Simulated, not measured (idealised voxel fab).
The document below concerns the process module designated voxel released beams.
cross-section cut | 200 nm wide | cells 5 nm
How to read a cross-section here: the picture is a grid of square cells, written as bands going from the top down, and any band can span one or more rows of cells.
Band: top height; bottom height; in nm. Then, left to right: material with width in nm, for each material. "throughout": a single material spanning edge to edge. "empty": empty space.
It should be noted that heights are counted from 0, beneath which the wafer as supplied is of one material throughout, and that the lowest band possesses no lower boundary but continues downward, as written in "z 0 and below".
The two numbers in a width such as "30->40" mark its ends across the band: the first belongs to the top row of cells, the second to the bottom row, and from each row to the next the width moves by the same amount.
Step note "nothing got changed" = no cross-section cell changed.
Empty spaces without an open route to the top, at least 8 cells in extent, make up the entry "Sealed internal voids"; each is given as width x height at distance, where the distance is measured from the left edge, and all are in nm.
Read whatever lies past the settings on a step's line as the simulator's own remark about the step.
overlay nm: step with mask; distance mask lay right of planned place; negative value = left of planned place.
### The planned process steps are enumerated hereunder
1,RECEIVE, material Si
2,CONFORMAL_DEP, material Al2O3, thk nm 10
3,DIRECTIONAL_DEP, material SiO2, thk nm 20
4,PATTERN, tone open, mask id ANCHOR, material resist, width nm 25, thk nm 20, overlay nm 0
5,DIRECTIONAL_ETCH, etch materials SiO2, depth nm 20
6,STRIP, etch materials resist
7,CONFORMAL_DEP, material W, thk nm 10
8,MASKED_ETCH, tone cover, mask id BEAM, width nm 90, etch materials W, depth nm 10, overlay nm 0
9,STRIP, etch materials SiO2
### Delivered wafer in cross-section: state after step 1
z 0 and below | Si throughout
Sealed internal voids: none
### Wafer at module end, in section. Began as above, planned as above, run with one mistake
z 40 to 30 | empty: 50 / W: 90 / empty: 60
z 30 to 20 | Al2O3 throughout
z 20 to 0 | SiO2 throughout
z 0 and below | Si throughout
Sealed internal voids: none
In executing the process, a mistake was made relative to the plan: deviation from plan: step 3 and step 2 executed in one another's positions
